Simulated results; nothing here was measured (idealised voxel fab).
The process module presented herein is designated voxel transistor to metal.
285 nm wide, 5 nm square cells: that's cross-section cut.
Just so we're on the same page, the cross-sections are grids of square cells, and they're listed out in bands top to bottom, each band one or more rows deep.
Band: top height; bottom height; in nm. Then, left to right: material with width in nm, for each material. "throughout": a single material spanning edge to edge. "empty": empty space.
Height is counted from the level 0, under which the received wafer is composed throughout of one material. The lowest of the bands is not closed at the bottom but continues downward, in the notation "z 0 and below".
Width: "30->40" (first number = top row, second number = bottom row, same change from row to row of cells).
Where a step carries "identical to before", the cross-section came out of it unchanged, cell for cell.
Closed-off voids of 8+ cells (no open route to the top) go in "Closed internal voids", written width x height at distance from the left edge, in nm.
Post-settings text on a step line: simulator's own remark regarding the step.
Regarding "overlay nm": on a step with a mask, it is the distance the mask lay to the right of its planned place; a negative value places it to the left.
In what follows, pairs of cross-sections are presented, each taken before and after one process step, with the after cross-section shown only down to the lowest band that was altered; the step, together with its settings, is stated below the pair. The pairs may stem from different runs of this module on the same starting wafer; accordingly, a pair should be taken as continuing from the one above it solely where its entry headed "Ex-ante state" indicates as much.
EX-ANTE STATE
z 95 to 80  aC (30) / empty (15) / aC (115) / empty (15) / aC (110)
z 80 to 65  lowk (30) / empty (15) / lowk (115) / empty (15) / lowk (110)
z 65 to 55  lowk throughout
z 55 to 50  SiCN throughout
z 50 to 35  SiO2 (30) / W (15) / SiO2 (65) / W (15) / SiO2 (35) / W (15) / SiO2 (65) / W (15) / SiO2 (30)
z 35 to 30  SiO2 (30) / TiN (15) / SiO2 (65) / TiN (15) / SiO2 (35) / TiN (15) / SiO2 (65) / TiN (15) / SiO2 (30)
z 30 to 20  SiO2 (30) / TiN (5) / Ru (5) / TiN (5) / SiO2 (65) / TiN (5) / Ru (5) / TiN (5) / SiO2 (35) / TiN (5) / Ru (5) / TiN (5) / SiO2 (65) / TiN (5) / Ru (5) / TiN (5) / SiO2 (30)
z 20 to 15  SiO2 (30) / TiN (5) / Ru (5) / TiN (5) / SiO2 (5) / SiN (10) / HfO2 (5) / TiN (5) / W (15) / TiN (5) / HfO2 (5) / SiN (10) / SiO2 (5) / TiN (5) / Ru (5) / TiN (5) / SiO2 (35) / TiN (5) / Ru (5) / TiN (5) / SiO2 (5) / SiN (10) / HfO2 (5) / TiN (5) / W (15) / TiN (5) / HfO2 (5) / SiN (10) / SiO2 (5) / TiN (5) / Ru (5) / TiN (5) / SiO2 (30)
z 15 to 10  SiO2 (30) / TiN (15) / SiO2 (5) / SiN (10) / HfO2 (5) / TiN (5) / W (15) / TiN (5) / HfO2 (5) / SiN (10) / SiO2 (5) / TiN (15) / SiO2 (35) / TiN (15) / SiO2 (5) / SiN (10) / HfO2 (5) / TiN (5) / W (15) / TiN (5) / HfO2 (5) / SiN (10) / SiO2 (5) / TiN (15) / SiO2 (30)
z 10 to 5  SiO2 (25) / SiGe (25) / SiN (10) / HfO2 (5) / TiN (5) / W (15) / TiN (5) / HfO2 (5) / SiN (10) / SiGe (25) / SiO2 (25) / SiGe (25) / SiN (10) / HfO2 (5) / TiN (5) / W (15) / TiN (5) / HfO2 (5) / SiN (10) / SiGe (25) / SiO2 (25)
z 5 to 0  SiO2 (20) / SiN (10) / SiGe (20) / SiN (10) / HfO2 (5) / TiN (5) / W (15) / TiN (5) / HfO2 (5) / SiN (10) / SiGe (20) / SiN (10) / SiO2 (15) / SiN (10) / SiGe (20) / SiN (10) / HfO2 (5) / TiN (5) / W (15) / TiN (5) / HfO2 (5) / SiN (10) / SiGe (20) / SiN (10) / SiO2 (20)
z 0 to -5  SiO2 (20) / SiN (10) / SiGe (20) / SiN (10) / HfO2 (5) / TiN (25) / HfO2 (5) / SiN (10) / SiGe (20) / SiN (10) / SiO2 (15) / SiN (10) / SiGe (20) / SiN (10) / HfO2 (5) / TiN (25) / HfO2 (5) / SiN (10) / SiGe (20) / SiN (10) / SiO2 (20)
z -5 to -10  SiO2 (30) / SiGe (20) / SiO2 (5) / HfO2 (45) / SiO2 (5) / SiGe (20) / SiO2 (35) / SiGe (20) / SiO2 (5) / HfO2 (45) / SiO2 (5) / SiGe (20) / SiO2 (30)
z -10 to -30  SiO2 (25) / Si (5) / SiGe (20) / Si (55) / SiGe (20) / Si (5) / SiO2 (25) / Si (5) / SiGe (20) / Si (55) / SiGe (20) / Si (5) / SiO2 (25)
z -30 to -40  Si (30) / SiGe (20) / Si (55) / SiGe (20) / Si (35) / SiGe (20) / Si (55) / SiGe (20) / Si (30)
z -40 and below  Si throughout
Closed internal voids: none
SECTION, POST-STEP
z 95 to 80  aC (30) / empty (15) / aC (115) / empty (15) / aC (110)
z 80 to 55  lowk (30) / empty (15) / lowk (115) / empty (15) / lowk (110)
Lower than 55, everything is as it was.
Closed internal voids: none
Here is the step that sits between the two cross-sections above: DIRECTIONAL_ETCH with etch materials lowk, depth nm 10
Ex-ante state: the state before this step is the cross-section shown after the step in the pair just above.
SECTION, POST-STEP
z 95 to 80  aC (30) / empty (15) / aC (115) / empty (15) / aC (110)
z 80 to 55  lowk (30) / empty (15) / lowk (115) / empty (15) / lowk (110)
z 55 to 50  SiCN (30) / empty (15) / SiCN (115) / empty (15) / SiCN (110)
Lower than 50, everything is as it was.
Closed internal voids: none
Here is the step that sits between the two cross-sections above: DIRECTIONAL_ETCH with etch materials SiCN, depth nm 5
Ex-ante state: the state before this step is the cross-section shown after the step in the pair just above.
SECTION, POST-STEP
z 80 to 55  lowk (30) / empty (15) / lowk (115) / empty (15) / lowk (110)
Lower than 55, everything is as it was.
Closed internal voids: none
Here is the step that sits between the two cross-sections above: STRIP with etch materials aC
Ex-ante state: the state before this step is the cross-section shown after the step in the pair just above.
SECTION, POST-STEP
z 85 to 80  TiN (35) / empty (5) / TiN (125) / empty (5) / TiN (115)
z 80 to 55  lowk (30) / TiN (5) / empty (5) / TiN (5) / lowk (115) / TiN (5) / empty (5) / TiN (5) / lowk (110)
z 55 to 50  SiCN (30) / TiN (15) / SiCN (115) / TiN (15) / SiCN (110)
Lower than 50, everything is as it was.
Closed internal voids: none
Here is the step that sits between the two cross-sections above: CONFORMAL_DEP with material TiN, thk nm 5
Ex-ante state: the state before this step is the cross-section shown after the step in the pair just above.
SECTION, POST-STEP
z 90 to 85  Cu throughout
z 85 to 80  TiN (35) / Cu (5) / TiN (125) / Cu (5) / TiN (115)
z 80 to 55  lowk (30) / TiN (5) / Cu (5) / TiN (5) / lowk (115) / TiN (5) / Cu (5) / TiN (5) / lowk (110)
Lower than 55, everything is as it was.
Closed internal voids: none
Here is the step that sits between the two cross-sections above: FILL_DEP with material Cu, thk nm 5
Ex-ante state: the state before this step is the cross-section shown after the step in the pair just above.
SECTION, POST-STEP
z 80 to 55  lowk (30) / TiN (5) / Cu (5) / TiN (5) / lowk (115) / TiN (5) / Cu (5) / TiN (5) / lowk (110)
Lower than 55, everything is as it was.
Closed internal voids: none
Here is the step that sits between the two cross-sections above: CMP with height nm 80
Ex-ante state: the state before this step is the cross-section shown after the step in the pair just above.
SECTION, POST-STEP
z 85 to 80  SiCN throughout
Lower than 80, everything is as it was.
Closed internal voids: none
Here is the step that sits between the two cross-sections above: CONFORMAL_DEP with material SiCN, thk nm 5
EX-ANTE STATE
z 30 to 20  SiO2 (30) / TiN (5) / Ru (5) / TiN (5) / SiO2 (65) / TiN (5) / Ru (5) / TiN (5) / SiO2 (35) / TiN (5) / Ru (5) / TiN (5) / SiO2 (65) / TiN (5) / Ru (5) / TiN (5) / SiO2 (30)
z 20 to 15  SiO2 (30) / TiN (5) / Ru (5) / TiN (5) / SiO2 (5) / SiN (10) / HfO2 (5) / TiN (5) / W (15) / TiN (5) / HfO2 (5) / SiN (10) / SiO2 (5) / TiN (5) / Ru (5) / TiN (5) / SiO2 (35) / TiN (5) / Ru (5) / TiN (5) / SiO2 (5) / SiN (10) / HfO2 (5) / TiN (5) / W (15) / TiN (5) / HfO2 (5) / SiN (10) / SiO2 (5) / TiN (5) / Ru (5) / TiN (5) / SiO2 (30)
z 15 to 10  SiO2 (30) / TiN (15) / SiO2 (5) / SiN (10) / HfO2 (5) / TiN (5) / W (15) / TiN (5) / HfO2 (5) / SiN (10) / SiO2 (5) / TiN (15) / SiO2 (35) / TiN (15) / SiO2 (5) / SiN (10) / HfO2 (5) / TiN (5) / W (15) / TiN (5) / HfO2 (5) / SiN (10) / SiO2 (5) / TiN (15) / SiO2 (30)
z 10 to 5  SiO2 (25) / SiGe (25) / SiN (10) / HfO2 (5) / TiN (5) / W (15) / TiN (5) / HfO2 (5) / SiN (10) / SiGe (25) / SiO2 (25) / SiGe (25) / SiN (10) / HfO2 (5) / TiN (5) / W (15) / TiN (5) / HfO2 (5) / SiN (10) / SiGe (25) / SiO2 (25)
z 5 to 0  SiO2 (20) / SiN (10) / SiGe (20) / SiN (10) / HfO2 (5) / TiN (5) / W (15) / TiN (5) / HfO2 (5) / SiN (10) / SiGe (20) / SiN (10) / SiO2 (15) / SiN (10) / SiGe (20) / SiN (10) / HfO2 (5) / TiN (5) / W (15) / TiN (5) / HfO2 (5) / SiN (10) / SiGe (20) / SiN (10) / SiO2 (20)
z 0 to -5  SiO2 (20) / SiN (10) / SiGe (20) / SiN (10) / HfO2 (5) / TiN (25) / HfO2 (5) / SiN (10) / SiGe (20) / SiN (10) / SiO2 (15) / SiN (10) / SiGe (20) / SiN (10) / HfO2 (5) / TiN (25) / HfO2 (5) / SiN (10) / SiGe (20) / SiN (10) / SiO2 (20)
z -5 to -10  SiO2 (30) / SiGe (20) / SiO2 (5) / HfO2 (45) / SiO2 (5) / SiGe (20) / SiO2 (35) / SiGe (20) / SiO2 (5) / HfO2 (45) / SiO2 (5) / SiGe (20) / SiO2 (30)
z -10 to -25  SiO2 (25) / Si (5) / SiGe (20) / Si (55) / SiGe (20) / Si (5) / SiO2 (25) / Si (5) / SiGe (20) / Si (55) / SiGe (20) / Si (5) / SiO2 (25)
z -25 to -30  SiO2 (25) / Si (105) / SiO2 (25) / Si (105) / SiO2 (25)
z -30 and below  Si throughout
Closed internal voids: none
SECTION, POST-STEP
z 45 to 30  W throughout
Lower than 30, everything is as it was.
Closed internal voids: none
Here is the step that sits between the two cross-sections above: DIRECTIONAL_DEP with material W, thk nm 15
Ex-ante state: the state before this step is the cross-section shown after the step in the pair just above.
SECTION, POST-STEP
z 50 to 45  TiN throughout
Lower than 45, everything is as it was.
Closed internal voids: none
Here is the step that sits between the two cross-sections above: DIRECTIONAL_DEP with material TiN, thk nm 5
Ex-ante state: the state before this step is the cross-section shown after the step in the pair just above.
SECTION, POST-STEP
z 65 to 50  aC throughout
Lower than 50, everything is as it was.
Closed internal voids: none
Here is the step that sits between the two cross-sections above: DIRECTIONAL_DEP with material aC, thk nm 15
Ex-ante state: the state before this step is the cross-section shown after the step in the pair just above.
SECTION, POST-STEP
z 95 to 65  empty (30) / resist (15) / empty (65) / resist (15) / empty (35) / resist (15) / empty (65) / resist (15) / empty (30)
Lower than 65, everything is as it was.
Closed internal voids: none
Here is the step that sits between the two cross-sections above: PATTERN with tone cover, mask id METAL_1, material resist, width nm 15, thk nm 30, overlay nm 0
Ex-ante state: the state before this step is the cross-section shown after the step in the pair just above.
SECTION, POST-STEP
z 80 to 65  empty (30) / resist (15) / empty (65) / resist (15) / empty (35) / resist (15) / empty (65) / resist (15) / empty (30)
z 65 to 50  empty (30) / aC (15) / empty (65) / aC (15) / empty (35) / aC (15) / empty (65) / aC (15) / empty (30)
Lower than 50, everything is as it was.
Closed internal voids: none
Here is the step that sits between the two cross-sections above: DIRECTIONAL_ETCH with etch materials aC, depth nm 15
Ex-ante state: the state before this step is the cross-section shown after the step in the pair just above.
SECTION, POST-STEP
z 65 to 50  empty (30) / aC (15) / empty (65) / aC (15) / empty (35) / aC (15) / empty (65) / aC (15) / empty (30)
Lower than 50, everything is as it was.
Closed internal voids: none
Here is the step that sits between the two cross-sections above: STRIP with etch materials resist
Ex-ante state: the state before this step is the cross-section shown after the step in the pair just above.
SECTION, POST-STEP
z 65 to 50  empty (30) / aC (15) / empty (65) / aC (15) / empty (35) / aC (15) / empty (65) / aC (15) / empty (30)
z 50 to 45  empty (30) / TiN (15) / empty (65) / TiN (15) / empty (35) / TiN (15) / empty (65) / TiN (15) / empty (30)
Lower than 45, everything is as it was.
Closed internal voids: none
Here is the step that sits between the two cross-sections above: DIRECTIONAL_ETCH with etch materials TiN, depth nm 5
Ex-ante state: the state before this step is the cross-section shown after the step in the pair just above.
SECTION, POST-STEP
z 50 to 45  empty (30) / TiN (15) / empty (65) / TiN (15) / empty (35) / TiN (15) / empty (65) / TiN (15) / empty (30)
Lower than 45, everything is as it was.
Closed internal voids: none
Here is the step that sits between the two cross-sections above: STRIP with etch materials aC
Ex-ante state: the state before this step is the cross-section shown after the step in the pair just above.
SECTION, POST-STEP
z 55 to 50  SiO2 throughout
z 50 to 45  SiO2 (30) / TiN (15) / SiO2 (65) / TiN (15) / SiO2 (35) / TiN (15) / SiO2 (65) / TiN (15) / SiO2 (30)
Lower than 45, everything is as it was.
Closed internal voids: none
Here is the step that sits between the two cross-sections above: FILL_DEP with material SiO2, thk nm 5
Ex-ante state: the state before this step is the cross-section shown after the step in the pair just above.
SECTION, POST-STEP
z 50 to 45  SiO2 (30) / TiN (15) / SiO2 (65) / TiN (15) / SiO2 (35) / TiN (15) / SiO2 (65) / TiN (15) / SiO2 (30)
Lower than 45, everything is as it was.
Closed internal voids: none
Here is the step that sits between the two cross-sections above: CMP with height nm 50
Ex-ante state: the state before this step is the cross-section shown after the step in the pair just above.
SECTION, POST-STEP
z 55 to 50  SiCN throughout
Lower than 50, everything is as it was.
Closed internal voids: none
Here is the step that sits between the two cross-sections above: CONFORMAL_DEP with material SiCN, thk nm 5
Ex-ante state: the state before this step is the cross-section shown after the step in the pair just above.
SECTION, POST-STEP
z 80 to 55  lowk throughout
Lower than 55, everything is as it was.
Closed internal voids: none
Here is the step that sits between the two cross-sections above: DIRECTIONAL_DEP with material lowk, thk nm 25
Ex-ante state: the state before this step is the cross-section shown after the step in the pair just above.
SECTION, POST-STEP
z 80 to 65  lowk (30) / empty (15) / lowk (115) / empty (15) / lowk (110)
Lower than 65, everything is as it was.
Closed internal voids: none
Here is the step that sits between the two cross-sections above: MASKED_ETCH with tone open, mask id METAL_2, width nm 15, pitch nm 130, etch materials lowk, depth nm 15, overlay nm 0
Ex-ante state: the state before this step is the cross-section shown after the step in the pair just above.
SECTION, POST-STEP
z 95 to 80  aC (30) / empty (15) / aC (115) / empty (15) / aC (110)
z 80 to 65  lowk (30) / aC (15) / lowk (115) / aC (15) / lowk (110)
Lower than 65, everything is as it was.
Closed internal voids: none
Here is the step that sits between the two cross-sections above: DIRECTIONAL_DEP with material aC, thk nm 15
Ex-ante state: the state before this step is the cross-section shown after the step in the pair just above.
SECTION, POST-STEP
z 125 to 95  resist (30) / empty (15) / resist (115) / empty (15) / resist (110)
Lower than 95, everything is as it was.
Closed internal voids: none
Here is the step that sits between the two cross-sections above: PATTERN with tone open, mask id METAL_2_HOLES, material resist, width nm 15, pitch nm 130, thk nm 30, overlay nm 0
Ex-ante state: the state before this step is the cross-section shown after the step in the pair just above.
SECTION, POST-STEP
z 110 to 95  resist (30) / empty (15) / resist (115) / empty (15) / resist (110)
z 95 to 80  aC (30) / empty (15) / aC (115) / empty (15) / aC (110)
z 80 to 65  lowk (30) / empty (15) / lowk (115) / empty (15) / lowk (110)
Lower than 65, everything is as it was.
Closed internal voids: none
Here is the step that sits between the two cross-sections above: DIRECTIONAL_ETCH with etch materials aC, depth nm 15
Ex-ante state: the state before this step is the cross-section shown after the step in the pair just above.
SECTION, POST-STEP
z 95 to 80  aC (30) / empty (15) / aC (115) / empty (15) / aC (110)
Lower than 80, everything is as it was.
Closed internal voids: none
Here is the step that sits between the two cross-sections above: STRIP with etch materials resist
Ex-ante state: the state before this step is the cross-section shown after the step in the pair just above.
SECTION, POST-STEP
z 95 to 80  aC (30) / empty (15) / aC (115) / empty (15) / aC (110)
z 80 to 55  lowk (30) / empty (15) / lowk (115) / empty (15) / lowk (110)
Lower than 55, everything is as it was.
Closed internal voids: none
Here is the step that sits between the two cross-sections above: DIRECTIONAL_ETCH with etch materials lowk, depth nm 10
Ex-ante state: the state before this step is the cross-section shown after the step in the pair just above.
SECTION, POST-STEP
z 95 to 80  aC (30) / empty (15) / aC (115) / empty (15) / aC (110)
z 80 to 55  lowk (30) / empty (15) / lowk (115) / empty (15) / lowk (110)
z 55 to 50  SiCN (30) / empty (15) / SiCN (115) / empty (15) / SiCN (110)
Lower than 50, everything is as it was.
Closed internal voids: none
Here is the step that sits between the two cross-sections above: DIRECTIONAL_ETCH with etch materials SiCN, depth nm 5
Ex-ante state: the state before this step is the cross-section shown after the step in the pair just above.
SECTION, POST-STEP
z 80 to 55  lowk (30) / empty (15) / lowk (115) / empty (15) / lowk (110)
Lower than 55, everything is as it was.
Closed internal voids: none
Here is the step that sits between the two cross-sections above: STRIP with etch materials aC
Ex-ante state: the state before this step is the cross-section shown after the step in the pair just above.
SECTION, POST-STEP
z 85 to 80  TiN (35) / empty (5) / TiN (125) / empty (5) / TiN (115)
z 80 to 55  lowk (30) / TiN (5) / empty (5) / TiN (5) / lowk (115) / TiN (5) / empty (5) / TiN (5) / lowk (110)
z 55 to 50  SiCN (30) / TiN (15) / SiCN (115) / TiN (15) / SiCN (110)
Lower than 50, everything is as it was.
Closed internal voids: none
Here is the step that sits between the two cross-sections above: CONFORMAL_DEP with material TiN, thk nm 5
Ex-ante state: the state before this step is the cross-section shown after the step in the pair just above.
SECTION, POST-STEP
z 90 to 85  Cu throughout
z 85 to 80  TiN (35) / Cu (5) / TiN (125) / Cu (5) / TiN (115)
z 80 to 55  lowk (30) / TiN (5) / Cu (5) / TiN (5) / lowk (115) / TiN (5) / Cu (5) / TiN (5) / lowk (110)
Lower than 55, everything is as it was.
Closed internal voids: none
Here is the step that sits between the two cross-sections above: FILL_DEP with material Cu, thk nm 5
Ex-ante state: the state before this step is the cross-section shown after the step in the pair just above.
SECTION, POST-STEP
z 80 to 55  lowk (30) / TiN (5) / Cu (5) / TiN (5) / lowk (115) / TiN (5) / Cu (5) / TiN (5) / lowk (110)
Lower than 55, everything is as it was.
Closed internal voids: none
Here is the step that sits between the two cross-sections above: CMP with height nm 80
Ex-ante state: the state before this step is the cross-section shown after the step in the pair just above.
SECTION, POST-STEP
z 85 to 80  SiCN throughout
Lower than 80, everything is as it was.
Closed internal voids: none
Here is the step that sits between the two cross-sections above: CONFORMAL_DEP with material SiCN, thk nm 5
EX-ANTE STATE
z 40 to 35  W throughout
z 35 to 30  W (40) / TiN (30) / W (15) / TiN (30) / W (55) / TiN (30) / W (15) / TiN (30) / W (40)
z 30 to 25  TiN (45) / HfO2 (20) / TiN (5) / W (15) / TiN (5) / HfO2 (20) / TiN (65) / HfO2 (20) / TiN (5) / W (15) / TiN (5) / HfO2 (20) / TiN (45)
z 25 to 20  HfO2 (50) / SiN (10) / HfO2 (5) / TiN (5) / W (15) / TiN (5) / HfO2 (5) / SiN (10) / HfO2 (75) / SiN (10) / HfO2 (5) / TiN (5) / W (15) / TiN (5) / HfO2 (5) / SiN (10) / HfO2 (50)
z 20 to 10  SiO2 (50) / SiN (10) / HfO2 (5) / TiN (5) / W (15) / TiN (5) / HfO2 (5) / SiN (10) / SiO2 (75) / SiN (10) / HfO2 (5) / TiN (5) / W (15) / TiN (5) / HfO2 (5) / SiN (10) / SiO2 (50)
z 10 to 5  SiO2 (25) / SiGe (25) / SiN (10) / HfO2 (5) / TiN (5) / W (15) / TiN (5) / HfO2 (5) / SiN (10) / SiGe (25) / SiO2 (25) / SiGe (25) / SiN (10) / HfO2 (5) / TiN (5) / W (15) / TiN (5) / HfO2 (5) / SiN (10) / SiGe (25) / SiO2 (25)
z 5 to 0  SiO2 (20) / SiN (10) / SiGe (20) / SiN (10) / HfO2 (5) / TiN (5) / W (15) / TiN (5) / HfO2 (5) / SiN (10) / SiGe (20) / SiN (10) / SiO2 (15) / SiN (10) / SiGe (20) / SiN (10) / HfO2 (5) / TiN (5) / W (15) / TiN (5) / HfO2 (5) / SiN (10) / SiGe (20) / SiN (10) / SiO2 (20)
z 0 to -5  SiO2 (20) / SiN (10) / SiGe (20) / SiN (10) / HfO2 (5) / TiN (25) / HfO2 (5) / SiN (10) / SiGe (20) / SiN (10) / SiO2 (15) / SiN (10) / SiGe (20) / SiN (10) / HfO2 (5) / TiN (25) / HfO2 (5) / SiN (10) / SiGe (20) / SiN (10) / SiO2 (20)
z -5 to -10  SiO2 (30) / SiGe (20) / SiO2 (5) / HfO2 (45) / SiO2 (5) / SiGe (20) / SiO2 (35) / SiGe (20) / SiO2 (5) / HfO2 (45) / SiO2 (5) / SiGe (20) / SiO2 (30)
z -10 to -25  SiO2 (25) / Si (5) / SiGe (20) / Si (55) / SiGe (20) / Si (5) / SiO2 (25) / Si (5) / SiGe (20) / Si (55) / SiGe (20) / Si (5) / SiO2 (25)
z -25 to -30  SiO2 (25) / Si (105) / SiO2 (25) / Si (105) / SiO2 (25)
z -30 and below  Si throughout
Closed internal voids: none
SECTION, POST-STEP
z 25 to 20  HfO2 (50) / SiN (10) / HfO2 (5) / TiN (5) / W (15) / TiN (5) / HfO2 (5) / SiN (10) / HfO2 (75) / SiN (10) / HfO2 (5) / TiN (5) / W (15) / TiN (5) / HfO2 (5) / SiN (10) / HfO2 (50)
Lower than 20, everything is as it was.
Closed internal voids: none
Here is the step that sits between the two cross-sections above: CMP with height nm 25
Ex-ante state: the state before this step is the cross-section shown after the step in the pair just above.
SECTION, POST-STEP
z 35 to 25  SiO2 throughout
Lower than 25, everything is as it was.
Closed internal voids: none
Here is the step that sits between the two cross-sections above: DIRECTIONAL_DEP with material SiO2, thk nm 10
Ex-ante state: the state before this step is the cross-section shown after the step in the pair just above.
SECTION, POST-STEP
z 50 to 35  resist (30) / empty (15) / resist (65) / empty (15) / resist (35) / empty (15) / resist (65) / empty (15) / resist (30)
Lower than 35, everything is as it was.
Closed internal voids: none
Here is the step that sits between the two cross-sections above: PATTERN with tone open, mask id CONTACT, material resist, width nm 15, thk nm 15, overlay nm 0
Ex-ante state: the state before this step is the cross-section shown after the step in the pair just above.
SECTION, POST-STEP
z 50 to 35  resist (30) / empty (15) / resist (65) / empty (15) / resist (35) / empty (15) / resist (65) / empty (15) / resist (30)
z 35 to 25  SiO2 (30) / empty (15) / SiO2 (65) / empty (15) / SiO2 (35) / empty (15) / SiO2 (65) / empty (15) / SiO2 (30)
Lower than 25, everything is as it was.
Closed internal voids: none
Here is the step that sits between the two cross-sections above: DIRECTIONAL_ETCH with etch materials SiO2, depth nm 20
Ex-ante state: the state before this step is the cross-section shown after the step in the pair just above.
SECTION, POST-STEP
z 35 to 25  SiO2 (30) / empty (15) / SiO2 (65) / empty (15) / SiO2 (35) / empty (15) / SiO2 (65) / empty (15) / SiO2 (30)
Lower than 25, everything is as it was.
Closed internal voids: none
Here is the step that sits between the two cross-sections above: STRIP with etch materials resist
Ex-ante state: the state before this step is the cross-section shown after the step in the pair just above.
SECTION, POST-STEP
z 40 to 35  TiN (35) / empty (5) / TiN (75) / empty (5) / TiN (45) / empty (5) / TiN (75) / empty (5) / TiN (35)
z 35 to 30  SiO2 (30) / TiN (5) / empty (5) / TiN (5) / SiO2 (65) / TiN (5) / empty (5) / TiN (5) / SiO2 (35) / TiN (5) / empty (5) / TiN (5) / SiO2 (65) / TiN (5) / empty (5) / TiN (5) / SiO2 (30)
z 30 to 25  SiO2 (30) / TiN (15) / SiO2 (65) / TiN (15) / SiO2 (35) / TiN (15) / SiO2 (65) / TiN (15) / SiO2 (30)
Lower than 25, everything is as it was.
Closed internal voids: none
Here is the step that sits between the two cross-sections above: CONFORMAL_DEP with material TiN, thk nm 5
Ex-ante state: the state before this step is the cross-section shown after the step in the pair just above.
SECTION, POST-STEP
z 50 to 40  Ru throughout
z 40 to 35  TiN (35) / Ru (5) / TiN (75) / Ru (5) / TiN (45) / Ru (5) / TiN (75) / Ru (5) / TiN (35)
z 35 to 30  SiO2 (30) / TiN (5) / Ru (5) / TiN (5) / SiO2 (65) / TiN (5) / Ru (5) / TiN (5) / SiO2 (35) / TiN (5) / Ru (5) / TiN (5) / SiO2 (65) / TiN (5) / Ru (5) / TiN (5) / SiO2 (30)
Lower than 30, everything is as it was.
Closed internal voids: none
Here is the step that sits between the two cross-sections above: FILL_DEP with material Ru, thk nm 10
Ex-ante state: the state before this step is the cross-section shown after the step in the pair just above.
SECTION, POST-STEP
z 30 to 25  SiO2 (30) / TiN (15) / SiO2 (65) / TiN (15) / SiO2 (35) / TiN (15) / SiO2 (65) / TiN (15) / SiO2 (30)
Lower than 25, everything is as it was.
Closed internal voids: none
Here is the step that sits between the two cross-sections above: CMP with height nm 30
Ex-ante state: the state before this step is the cross-section shown after the step in the pair just above.
SECTION, POST-STEP
z 35 to 30  TiN throughout
Lower than 30, everything is as it was.
Closed internal voids: none
Here is the step that sits between the two cross-sections above: DIRECTIONAL_DEP with material TiN, thk nm 5
Ex-ante state: the state before this step is the cross-section shown after the step in the pair just above.
SECTION, POST-STEP
z 50 to 35  W throughout
Lower than 35, everything is as it was.
Closed internal voids: none
Here is the step that sits between the two cross-sections above: DIRECTIONAL_DEP with material W, thk nm 15
Ex-ante state: the state before this step is the cross-section shown after the step in the pair just above.
SECTION, POST-STEP
z 65 to 50  aC throughout
Lower than 50, everything is as it was.
Closed internal voids: none
Here is the step that sits between the two cross-sections above: DIRECTIONAL_DEP with material aC, thk nm 15
Ex-ante state: the state before this step is the cross-section shown after the step in the pair just above.
SECTION, POST-STEP
z 95 to 65  empty (30) / resist (15) / empty (65) / resist (15) / empty (35) / resist (15) / empty (65) / resist (15) / empty (30)
Lower than 65, everything is as it was.
Closed internal voids: none
Here is the step that sits between the two cross-sections above: PATTERN with tone cover, mask id METAL_1, material resist, width nm 15, thk nm 30, overlay nm 0
Ex-ante state: the state before this step is the cross-section shown after the step in the pair just above.
SECTION, POST-STEP
z 80 to 65  empty (30) / resist (15) / empty (65) / resist (15) / empty (35) / resist (15) / empty (65) / resist (15) / empty (30)
z 65 to 50  empty (30) / aC (15) / empty (65) / aC (15) / empty (35) / aC (15) / empty (65) / aC (15) / empty (30)
Lower than 50, everything is as it was.
Closed internal voids: none
Here is the step that sits between the two cross-sections above: DIRECTIONAL_ETCH with etch materials aC, depth nm 15
Ex-ante state: the state before this step is the cross-section shown after the step in the pair just above.
SECTION, POST-STEP
z 65 to 50  empty (30) / aC (15) / empty (65) / aC (15) / empty (35) / aC (15) / empty (65) / aC (15) / empty (30)
Lower than 50, everything is as it was.
Closed internal voids: none
Here is the step that sits between the two cross-sections above: STRIP with etch materials resist
Ex-ante state: the state before this step is the cross-section shown after the step in the pair just above.
SECTION, POST-STEP
z 65 to 50  empty (30) / aC (15) / empty (65) / aC (15) / empty (35) / aC (15) / empty (65) / aC (15) / empty (30)
z 50 to 35  empty (30) / W (15) / empty (65) / W (15) / empty (35) / W (15) / empty (65) / W (15) / empty (30)
Lower than 35, everything is as it was.
Closed internal voids: none
Here is the step that sits between the two cross-sections above: DIRECTIONAL_ETCH with etch materials W, depth nm 15
Ex-ante state: the state before this step is the cross-section shown after the step in the pair just above.
SECTION, POST-STEP
z 65 to 50  empty (30) / aC (15) / empty (65) / aC (15) / empty (35) / aC (15) / empty (65) / aC (15) / empty (30)
z 50 to 35  empty (30) / W (15) / empty (65) / W (15) / empty (35) / W (15) / empty (65) / W (15) / empty (30)
z 35 to 30  empty (30) / TiN (15) / empty (65) / TiN (15) / empty (35) / TiN (15) / empty (65) / TiN (15) / empty (30)
Lower than 30, everything is as it was.
Closed internal voids: none
Here is the step that sits between the two cross-sections above: DIRECTIONAL_ETCH with etch materials TiN, depth nm 5
Ex-ante state: the state before this step is the cross-section shown after the step in the pair just above.
SECTION, POST-STEP
z 50 to 35  empty (30) / W (15) / empty (65) / W (15) / empty (35) / W (15) / empty (65) / W (15) / empty (30)
Lower than 35, everything is as it was.
Closed internal voids: none
Here is the step that sits between the two cross-sections above: STRIP with etch materials aC
Ex-ante state: the state before this step is the cross-section shown after the step in the pair just above.
SECTION, POST-STEP
z 55 to 50  SiO2 throughout
z 50 to 35  SiO2 (30) / W (15) / SiO2 (65) / W (15) / SiO2 (35) / W (15) / SiO2 (65) / W (15) / SiO2 (30)
z 35 to 25  SiO2 (30) / TiN (15) / SiO2 (65) / TiN (15) / SiO2 (35) / TiN (15) / SiO2 (65) / TiN (15) / SiO2 (30)
Lower than 25, everything is as it was.
Closed internal voids: none
Here is the step that sits between the two cross-sections above: FILL_DEP with material SiO2, thk nm 5
Ex-ante state: the state before this step is the cross-section shown after the step in the pair just above.
SECTION, POST-STEP
z 50 to 35  SiO2 (30) / W (15) / SiO2 (65) / W (15) / SiO2 (35) / W (15) / SiO2 (65) / W (15) / SiO2 (30)
Lower than 35, everything is as it was.
Closed internal voids: none
Here is the step that sits between the two cross-sections above: CMP with height nm 50
Ex-ante state: the state before this step is the cross-section shown after the step in the pair just above.
SECTION, POST-STEP
z 55 to 50  SiCN throughout
Lower than 50, everything is as it was.
Closed internal voids: none
Here is the step that sits between the two cross-sections above: CONFORMAL_DEP with material SiCN, thk nm 5
Ex-ante state: the state before this step is the cross-section shown after the step in the pair just above.
SECTION, POST-STEP
z 80 to 55  lowk throughout
Lower than 55, everything is as it was.
Closed internal voids: none
Here is the step that sits between the two cross-sections above: DIRECTIONAL_DEP with material lowk, thk nm 25
Ex-ante state: the state before this step is the cross-section shown after the step in the pair just above.
SECTION, POST-STEP
z 80 to 65  lowk (30) / empty (15) / lowk (115) / empty (15) / lowk (110)
Lower than 65, everything is as it was.
Closed internal voids: none
Here is the step that sits between the two cross-sections above: MASKED_ETCH with tone open, mask id METAL_2, width nm 15, pitch nm 130, etch materials lowk, depth nm 15, overlay nm 0
Ex-ante state: the state before this step is the cross-section shown after the step in the pair just above.
SECTION, POST-STEP
z 95 to 80  aC (30) / empty (15) / aC (115) / empty (15) / aC (110)
z 80 to 65  lowk (30) / aC (15) / lowk (115) / aC (15) / lowk (110)
Lower than 65, everything is as it was.
Closed internal voids: none
Here is the step that sits between the two cross-sections above: DIRECTIONAL_DEP with material aC, thk nm 15
